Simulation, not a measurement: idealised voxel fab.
Process module in this document: voxel double patterning
180 nm wide, 5 nm square cells: that's cross-section cut.
Cross-section, as written here: a square-cell grid given band by band from the top down, where a band holds one or more rows of cells.
The band entry comprises the height of the band's top followed by the height of its bottom, expressed in nm, and subsequently the band's materials from left to right, each stated together with its width in nm. Where a single material is marked with the word "edge to edge", that material fills the band from edge to edge. The word "empty" represents empty space.
Convention: height 0 is the level below which the wafer, as received, is all one material. The lowest band does not terminate at the bottom but continues downward, represented as "0 -> down".
When a width is written as two numbers, as in "30 to 40", the first number is the width in the top row of cells of the band and the second is the width in its bottom row, and the width changes by the same amount from each row to the next.
When a step is marked "left unchanged", none of the cells in the cross-section changed during that step.
In the "Unvented cavities" entry, you get each enclosed empty space of 8 cells or more, one with no open way to the top, written width x height at distance, distance from the left edge, in nm.
Post-settings text on a step line: simulator's own remark regarding the step.
overlay nm: how far to the right of its planned place the mask lay on this masked step (negative: to the left).
Plan
step 1: RECEIVE: material Si
step 2: CONFORMAL_DEP: material SiO2, thk nm 10
step 3: DIRECTIONAL_DEP: material polySi, thk nm 20
step 4: DIRECTIONAL_DEP: material SiN, thk nm 5
step 5: DIRECTIONAL_DEP: material aC, thk nm 10
step 6: PATTERN: tone open, mask id FIRST, material resist, width nm 15, pitch nm 50, thk nm 25, overlay nm 0
step 7: DIRECTIONAL_ETCH: etch materials aC, depth nm 10
step 8: STRIP: etch materials resist
step 9: DIRECTIONAL_ETCH: etch materials SiN, depth nm 5
step 10: STRIP: etch materials aC
step 11: DIRECTIONAL_DEP: material aC, thk nm 15
step 12: PATTERN: tone open, mask id SECOND, material resist, width nm 15, pitch nm 50, thk nm 30, overlay nm 0
step 13: DIRECTIONAL_ETCH: etch materials aC, depth nm 15
step 14: STRIP: etch materials resist
step 15: DIRECTIONAL_ETCH: etch materials SiN, depth nm 5
step 16: STRIP: etch materials aC
step 17: DIRECTIONAL_ETCH: etch materials polySi, depth nm 20
step 18: STRIP: etch materials SiN
First of two wafers, with the run carried out as planned
As received, after step 1
0 -> down | Si edge to edge
Unvented cavities: none
Wafer section view after processing step 2
10 -> 0 | SiO2 edge to edge
Rest of section, below 0: as before.
Wafer section view after processing step 3
30 -> 10 | polySi edge to edge
Rest of section, below 10: as before.
Wafer section view after processing step 4
35 -> 30 | SiN edge to edge
Rest of section, below 30: as before.
Wafer section view after processing step 5
45 -> 35 | aC edge to edge
Rest of section, below 35: as before.
Wafer section view after processing step 6
70 -> 45 | 30 resist  15 empty  35 resist  15 empty  35 resist  15 empty  35 resist
Rest of section, below 45: as before.
Wafer section view after processing step 7
60 -> 45 | 30 resist  15 empty  35 resist  15 empty  35 resist  15 empty  35 resist
45 -> 35 | 30 aC  15 empty  35 aC  15 empty  35 aC  15 empty  35 aC
Rest of section, below 35: as before.
Wafer section view after processing step 8
45 -> 35 | 30 aC  15 empty  35 aC  15 empty  35 aC  15 empty  35 aC
Rest of section, below 35: as before.
Wafer section view after processing step 9
45 -> 35 | 30 aC  15 empty  35 aC  15 empty  35 aC  15 empty  35 aC
35 -> 30 | 30 SiN  15 empty  35 SiN  15 empty  35 SiN  15 empty  35 SiN
Rest of section, below 30: as before.
Wafer section view after processing step 10
35 -> 30 | 30 SiN  15 empty  35 SiN  15 empty  35 SiN  15 empty  35 SiN
Rest of section, below 30: as before.
Wafer section view after processing step 11
50 -> 45 | 30 aC  15 empty  35 aC  15 empty  35 aC  15 empty  35 aC
45 -> 35 | aC edge to edge
35 -> 30 | 30 SiN  15 aC  35 SiN  15 aC  35 SiN  15 aC  35 SiN
Rest of section, below 30: as before.
Wafer section view after processing step 12
80 -> 50 | 55 resist  15 empty  35 resist  15 empty  60 resist
50 -> 45 | 30 aC  15 resist  35 aC  15 resist  35 aC  15 resist  35 aC
Rest of section, below 45: as before.
Wafer section view after processing step 13
65 -> 50 | 55 resist  15 empty  35 resist  15 empty  60 resist
50 -> 45 | 30 aC  15 resist  10 aC  15 empty  10 aC  15 resist  10 aC  15 empty  10 aC  15 resist  35 aC
45 -> 35 | 55 aC  15 empty  35 aC  15 empty  60 aC
Rest of section, below 35: as before.
Wafer section view after processing step 14
50 -> 45 | 30 aC  15 empty  10 aC  15 empty  10 aC  15 empty  10 aC  15 empty  10 aC  15 empty  35 aC
Rest of section, below 45: as before.
Wafer section view after processing step 15
50 -> 45 | 30 aC  15 empty  10 aC  15 empty  10 aC  15 empty  10 aC  15 empty  10 aC  15 empty  35 aC
45 -> 35 | 55 aC  15 empty  35 aC  15 empty  60 aC
35 -> 30 | 30 SiN  15 aC  10 SiN  15 empty  10 SiN  15 aC  10 SiN  15 empty  10 SiN  15 aC  35 SiN
Rest of section, below 30: as before.
Wafer section view after processing step 16
35 -> 30 | 30 SiN  15 empty  10 SiN  15 empty  10 SiN  15 empty  10 SiN  15 empty  10 SiN  15 empty  35 SiN
Rest of section, below 30: as before.
Wafer section view after processing step 17
35 -> 30 | 30 SiN  15 empty  10 SiN  15 empty  10 SiN  15 empty  10 SiN  15 empty  10 SiN  15 empty  35 SiN
30 -> 10 | 30 polySi  15 empty  10 polySi  15 empty  10 polySi  15 empty  10 polySi  15 empty  10 polySi  15 empty  35 polySi
Rest of section, below 10: as before.
Wafer section view after processing step 18
30 -> 10 | 30 polySi  15 empty  10 polySi  15 empty  10 polySi  15 empty  10 polySi  15 empty  10 polySi  15 empty  35 polySi
Rest of section, below 10: as before.
Regarding the second of the two wafers: it shared the first wafer's starting condition and process plan, yet one error occurred during its execution. Its history coincides with that of the first wafer up to and including step 2
The second wafer cut through, at the time step 3 was supposed to be finished
50 -> 10 | polySi edge to edge
Rest of section, below 10: as before.
The second wafer cut through, at the time step 4 was supposed to be finished
55 -> 50 | SiN edge to edge
Rest of section, below 50: as before.
The second wafer cut through, at the time step 5 was supposed to be finished
65 -> 55 | aC edge to edge
Rest of section, below 55: as before.
The second wafer cut through, at the time step 6 was supposed to be finished
90 -> 65 | 30 resist  15 empty  35 resist  15 empty  35 resist  15 empty  35 resist
Rest of section, below 65: as before.
The second wafer cut through, at the time step 7 was supposed to be finished
80 -> 65 | 30 resist  15 empty  35 resist  15 empty  35 resist  15 empty  35 resist
65 -> 55 | 30 aC  15 empty  35 aC  15 empty  35 aC  15 empty  35 aC
Rest of section, below 55: as before.
The second wafer cut through, at the time step 8 was supposed to be finished
65 -> 55 | 30 aC  15 empty  35 aC  15 empty  35 aC  15 empty  35 aC
Rest of section, below 55: as before.
The second wafer cut through, at the time step 9 was supposed to be finished
65 -> 55 | 30 aC  15 empty  35 aC  15 empty  35 aC  15 empty  35 aC
55 -> 50 | 30 SiN  15 empty  35 SiN  15 empty  35 SiN  15 empty  35 SiN
Rest of section, below 50: as before.
The second wafer cut through, at the time step 10 was supposed to be finished
55 -> 50 | 30 SiN  15 empty  35 SiN  15 empty  35 SiN  15 empty  35 SiN
Rest of section, below 50: as before.
The second wafer cut through, at the time step 11 was supposed to be finished
70 -> 65 | 30 aC  15 empty  35 aC  15 empty  35 aC  15 empty  35 aC
65 -> 55 | aC edge to edge
55 -> 50 | 30 SiN  15 aC  35 SiN  15 aC  35 SiN  15 aC  35 SiN
Rest of section, below 50: as before.
The second wafer cut through, at the time step 12 was supposed to be finished
100 -> 70 | 55 resist  15 empty  35 resist  15 empty  60 resist
70 -> 65 | 30 aC  15 resist  35 aC  15 resist  35 aC  15 resist  35 aC
Rest of section, below 65: as before.
The second wafer cut through, at the time step 13 was supposed to be finished
85 -> 70 | 55 resist  15 empty  35 resist  15 empty  60 resist
70 -> 65 | 30 aC  15 resist  10 aC  15 empty  10 aC  15 resist  10 aC  15 empty  10 aC  15 resist  35 aC
65 -> 55 | 55 aC  15 empty  35 aC  15 empty  60 aC
Rest of section, below 55: as before.
The second wafer cut through, at the time step 14 was supposed to be finished
70 -> 65 | 30 aC  15 empty  10 aC  15 empty  10 aC  15 empty  10 aC  15 empty  10 aC  15 empty  35 aC
Rest of section, below 65: as before.
The second wafer cut through, at the time step 15 was supposed to be finished
70 -> 65 | 30 aC  15 empty  10 aC  15 empty  10 aC  15 empty  10 aC  15 empty  10 aC  15 empty  35 aC
65 -> 55 | 55 aC  15 empty  35 aC  15 empty  60 aC
55 -> 50 | 30 SiN  15 aC  10 SiN  15 empty  10 SiN  15 aC  10 SiN  15 empty  10 SiN  15 aC  35 SiN
Rest of section, below 50: as before.
The second wafer cut through, at the time step 16 was supposed to be finished
55 -> 50 | 30 SiN  15 empty  10 SiN  15 empty  10 SiN  15 empty  10 SiN  15 empty  10 SiN  15 empty  35 SiN
Rest of section, below 50: as before.
The second wafer cut through, at the time step 17 was supposed to be finished
55 -> 50 | 30 SiN  15 empty  10 SiN  15 empty  10 SiN  15 empty  10 SiN  15 empty  10 SiN  15 empty  35 SiN
50 -> 30 | 30 polySi  15 empty  10 polySi  15 empty  10 polySi  15 empty  10 polySi  15 empty  10 polySi  15 empty  35 polySi
Rest of section, below 30: as before.
The second wafer cut through, at the time step 18 was supposed to be finished
50 -> 30 | 30 polySi  15 empty  10 polySi  15 empty  10 polySi  15 empty  10 polySi  15 empty  10 polySi  15 empty  35 polySi
Rest of section, below 30: as before.
What was done differently from what was planned? step 3 of the plan saw execution twice
Cell-count delta at end, second wafer over first, by material: 144 more of polySi
